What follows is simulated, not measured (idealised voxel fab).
process module | voxel released beams
cross-section cut | 210 nm wide | cells 5 nm
A cross-section is a grid of square cells, given in bands from the top down. A band is one or more rows of cells.
Each band's line starts with the height of the band's top and of its bottom, in nm. Then come its materials from left to right, each with its width in nm. One material with "throughout" fills the band from edge to edge. "air" is empty space.
Height 0 is the level under which the wafer as received is all one material. The lowest band goes on downwards, as in "0 down".
A width such as "30 to 40" changes by the same amount from each row of cells to the next, from the band's top row to its bottom row.
"no change" after a step means that no cell of the cross-section changed.
closed voids: empty space of 8 cells or more with no open way to the top, each as width x height at its distance from the left edge, in nm
after a step's settings: what the simulator itself notes on the step
overlay nm, on a step with a mask: how far to the right of its planned place the mask lay; to the left if negative
plan
1 op RECEIVE | material Si
2 op CONFORMAL_DEP | material SiN | thk nm 10
3 op DIRECTIONAL_DEP | material SiO2 | thk nm 10
4 op PATTERN | tone open | mask id ANCHOR | material resist | width nm 45 | thk nm 20 | overlay nm 0
5 op DIRECTIONAL_ETCH | etch materials SiO2 | depth nm 10
6 op STRIP | etch materials resist
7 op CONFORMAL_DEP | material W | thk nm 15
8 op PATTERN | tone cover | mask id BEAM | material resist | width nm 105 | thk nm 15 | overlay nm 0
9 op DIRECTIONAL_ETCH | etch materials W | depth nm 15
10 op STRIP | etch materials resist
11 op STRIP | etch materials SiO2
varied across the wafers: width nm of step 8. The plan shows the first wafer's value. All wafers start alike
first wafer as received, after step 1
  0 down: Si throughout
  closed voids: none
first wafer at the end, after step 11
  35 to 25: air 50 | W 15 | air 15 | W 75 | air 55
  25 to 20: air 50 | W 105 | air 55
  20 to 10: air 50 | W 45 | air 115
  10 to 0: SiN throughout
  0 down: Si throughout
  closed voids: none
last wafer at the end
  35 to 25: air 40 | W 25 | air 15 | W 90 | air 40
  25 to 20: air 40 | W 130 | air 40
  20 to 10: air 50 | W 45 | air 115
  10 to 0: SiN throughout
  0 down: Si throughout
  closed voids: none
each wafer at the end: cells of each material gained (+) or lost (-) since it was received, then its closed voids
width nm 105 | +84 SiN | +75 W | closed voids: none
width nm 110 | +84 SiN | +78 W | closed voids: none
width nm 115 | +84 SiN | +81 W | closed voids: none
width nm 120 | +84 SiN | +84 W | closed voids: none
width nm 125 | +84 SiN | +87 W | closed voids: none
width nm 130 | +84 SiN | +90 W | closed voids: none
